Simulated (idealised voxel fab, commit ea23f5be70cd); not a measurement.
Process module, titled voxel ribs on slabs
The width of the displayed cross-section, cut, is 240 nm; its cells are square, with a size of 5 nm.
For the purposes of this document, a cross-section shall be understood as a grid of square cells, specified as bands listed in top-to-bottom order, each band consisting of one or more rows of cells. A band entry consists of two parts. The first gives the height of the band's top and the height of its bottom, in nm. The rest lists the band's materials from left to right, each with its width in nm. A single material labelled with the word "edge to edge" fills the band from edge to edge, and the word "empty" marks empty space. Heights are reckoned from 0. Under this level, the received wafer is all of one material. The bottommost band is open-ended downward, for example "0 nm and below". The expression "30..40" gives the width at the extremes of the band, the first number at its top row of cells and the second at its bottom row, with the width changing by equal amounts from each row to the next in between. Given "identical to before" for a step, no cell of the cross-section differs between before and after that step. Closed empty spaces (no open way to the top) of 8 cells or more are what "Closed empty spaces" lists, each as width x height at distance from the left edge, nm for all three. Heads up: the bit after the settings on a step's line is the simulator's remark on that step. overlay nm: mask right of planned place by this much (step with mask). Neg. = left.

# Process steps foreseen in the plan
1 RECEIVE,material Si
2 DIRECTIONAL_DEP,material SiO2,thk nm 30
3 DIRECTIONAL_DEP,material SiN,thk nm 25
4 DIRECTIONAL_DEP,material aC,thk nm 10
5 PATTERN,tone cover,mask id RIB,material resist,width nm 15,thk nm 25,overlay nm 0
6 DIRECTIONAL_ETCH,etch materials aC,depth nm 10
7 STRIP,etch materials resist
8 DIRECTIONAL_ETCH,etch materials SiN,depth nm 10
9 STRIP,etch materials aC
10 PATTERN,tone cover,mask id SLAB,material resist,width nm 85,thk nm 20,overlay nm 0
11 DIRECTIONAL_ETCH,etch materials SiN,depth nm 15
12 STRIP,etch materials resist
13 FILL_DEP,material SiO2,thk nm 30
14 CMP,height nm 75
15 DIRECTIONAL_DEP,material W,thk nm 10
16 DIRECTIONAL_DEP,material aC,thk nm 15
17 PATTERN,tone cover,mask id HEATER,material resist,width nm 35,thk nm 35,overlay nm 0
18 DIRECTIONAL_ETCH,etch materials aC,depth nm 15
19 STRIP,etch materials resist
20 DIRECTIONAL_ETCH,etch materials W,depth nm 10
21 STRIP,etch materials aC
22 CONFORMAL_DEP,material SiN,thk nm 10
Across this set of wafers, the varied parameter is the width nm of step 5. Starting conditions are identical for every wafer, and the plan reports the value assigned to the first wafer.

# As-received state after step 1, first of several wafers, cross-section
  0 nm and below = Si edge to edge
  Closed empty spaces: none

# Tabulated below, wafer by wafer, are the end-of-module results: for each material, the number of cells gained (+) or lost (-) relative to the as-received state, followed by the closed voids
width nm 15; +161 SiN; +663 SiO2; +14 W; Closed empty spaces: none
width nm 20; +163 SiN; +661 SiO2; +14 W; Closed empty spaces: none
width nm 25; +165 SiN; +659 SiO2; +14 W; Closed empty spaces: none
width nm 30; +167 SiN; +657 SiO2; +14 W; Closed empty spaces: none
width nm 35; +169 SiN; +655 SiO2; +14 W; Closed empty spaces: none
width nm 40; +171 SiN; +653 SiO2; +14 W; Closed empty spaces: none
